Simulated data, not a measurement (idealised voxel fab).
The following is a process module called voxel tone inversion.
Pictured: cross-section cut, 295 nm wide, on a grid of 5 nm square cells.
Heads up, the way a cross-section reads in here is a grid of square cells, handed over as bands from the top down, with every band being one or more rows of cells. For a band, the entry starts with two heights in nm, that of the top and then that of the bottom, and carries on with the band's materials in order from left to right, each alongside its width in nm; the word "everywhere" beside a single material means it fills the band edge to edge, and "empty" means empty space. Basically, 0 is our baseline, since under it the wafer straight out of the box is all one material. The bottom band has no lower end and keeps on going down, so it looks like "0 down". A width given as "30 to 40" starts at the first number in the band's top row and ends at the second number in its bottom row, shifting by an equal amount at every step from row to row. Given "no alterations made" for a step, no cell of the cross-section differs between before and after that step. Reported under the label "Enclosed voids" are the empty spaces having no open way to the top and comprising 8 cells or more; the notation for each is width x height at distance, in which the distance is measured from the left edge and all three values are in nm. Read whatever lies past the settings on a step's line as the simulator's own remark about the step. On any step carrying a mask, the "overlay nm" setting, if present on the step's line, tells how far right of its planned place the mask lay; negative values point to the left.
# Process steps - plan
step 1: RECEIVE [material Si]
step 2: CONFORMAL_DEP [material SiN] [thk nm 5]
step 3: DIRECTIONAL_DEP [material aC] [thk nm 20]
step 4: PATTERN [tone cover] [mask id POSTS] [material resist] [width nm 25] [pitch nm 50] [thk nm 30] [overlay nm 0]
step 5: DIRECTIONAL_ETCH [etch materials aC] [depth nm 20]
step 6: STRIP [etch materials resist]
step 7: FILL_DEP [material SiO2] [thk nm 5]
step 8: CMP [height nm 25]
step 9: STRIP [etch materials aC]
# Delivered wafer in cross-section: state after step 1
    0 down: Si everywhere
    Enclosed voids: none
# The first of the two wafers as seen in cross-section once the module was finished; processing followed the plan
    25 to 5: SiO2 60 nm / empty 25 nm / SiO2 25 nm / empty 25 nm / SiO2 25 nm / empty 25 nm / SiO2 25 nm / empty 25 nm / SiO2 60 nm
    5 to 0: SiN everywhere
    0 down: Si everywhere
    Enclosed voids: none
# Wafer two, sectioned after the module: the first wafer's start, the first wafer's plan, and one mistake in how it was run
    25 to 20: SiO2 everywhere
    20 to 5: SiO2 60 nm / aC 25 nm / SiO2 25 nm / aC 25 nm / SiO2 25 nm / aC 25 nm / SiO2 25 nm / aC 25 nm / SiO2 60 nm
    5 to 0: SiN everywhere
    0 down: Si everywhere
    Enclosed voids: none
Plan not followed: off-plan run, step 3, actual operation and settings DIRECTIONAL_DEP [material aC] [thk nm 15]
In the final state, the cell counts of the second wafer exceed or fall short of those of the first for the following materials: +20 SiO2, +60 aC
